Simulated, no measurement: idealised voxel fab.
Documented hereafter: the process module known as voxel self aligned contacts.
The figure presents cross-section cut, which has a width of 215 nm and is divided into square cells with an edge length of 5 nm.
Cross-section, as written here: a square-cell grid given band by band from the top down, where a band holds one or more rows of cells.
First you get the band's top height and its bottom height, in nm, and then the materials it's made of, left to right, with each width in nm. If you see a single material with "edge to edge", that one covers the band edge to edge. "empty" is empty space.
We count height from 0. Below that, the starting wafer is all one material. The lowest band never ends at the bottom but goes on down; see "top 0, no bottom" for how that is written.
Quick explanation for "30..40": the width changes in equal steps down the rows of cells, from the first number in the band's top row to the second number in its bottom row.
Step note "nothing changed" = no cross-section cell changed.
In the "Sealed internal cavities" entry, you get each enclosed empty space of 8 cells or more, one with no open way to the top, written width x height at distance, distance from the left edge, in nm.
It should be noted that, on the line of a given step, the content following the step's settings is a remark produced by the simulator itself with respect to that step.
What "overlay nm" on a step's line means: if the step has a mask, that mask lay this far to the right of its planned place, or, when the value is negative, to the left.
### The planned process steps are enumerated hereunder
1. op RECEIVE | material Si
2. op OXIDIZE | depth nm 5
3. op DIRECTIONAL_DEP | material polySi | thk nm 30
4. op DIRECTIONAL_DEP | material SiN | thk nm 20
5. op DIRECTIONAL_DEP | material aC | thk nm 10
6. op PATTERN | tone cover | mask id GATE | material resist | width nm 25 | pitch nm 60 | thk nm 25 | overlay nm 0
7. op DIRECTIONAL_ETCH | etch materials aC | depth nm 10
8. op STRIP | etch materials resist
9. op DIRECTIONAL_ETCH | etch materials SiN | depth nm 20
10. op DIRECTIONAL_ETCH | etch materials polySi | depth nm 30
11. op STRIP | etch materials aC
12. op CONFORMAL_DEP | material SiN | thk nm 5
13. op DIRECTIONAL_ETCH | etch materials SiN | depth nm 5
14. op FILL_DEP | material SiO2 | thk nm 10
15. op CMP | height nm 55
16. op PATTERN | tone open | mask id CONTACT | material resist | width nm 45 | thk nm 15 | overlay nm 0
17. op DIRECTIONAL_ETCH | etch materials SiO2 | depth nm 60
18. op STRIP | etch materials resist
19. op CONFORMAL_DEP | material TiN | thk nm 5
20. op FILL_DEP | material Ru | thk nm 10
21. op CMP | height nm 55
22. op CONFORMAL_DEP | material SiN | thk nm 5
### As-received state of the wafer in cross-section, equivalent to post-step 1
* top 0, no bottom: Si edge to edge
* Sealed internal cavities: none
### Final wafer profile in cross-section after the module, from the same start and plan as above, with one mistake made during processing
* top 60, bottom 55: SiN edge to edge
* top 55, bottom 45: 85 nm SiO2  5..10 nm TiN  35..25 nm Ru  5..10 nm TiN  85 nm SiO2
* top 45, bottom 30: 65 nm SiO2  25 nm SiN  5 nm TiN  25 nm Ru  5 nm TiN  25 nm SiN  65 nm SiO2
* top 30, bottom 0: 65 nm SiO2  25 nm polySi  5 nm TiN  25 nm Ru  5 nm TiN  25 nm polySi  65 nm SiO2
* top 0, bottom -5: 90 nm SiO2  35 nm TiN  90 nm SiO2
* top -5, no bottom: Si edge to edge
* Sealed internal cavities: none
In executing the process, a mistake was made relative to the plan: step 12 of the plan was jumped over and never run
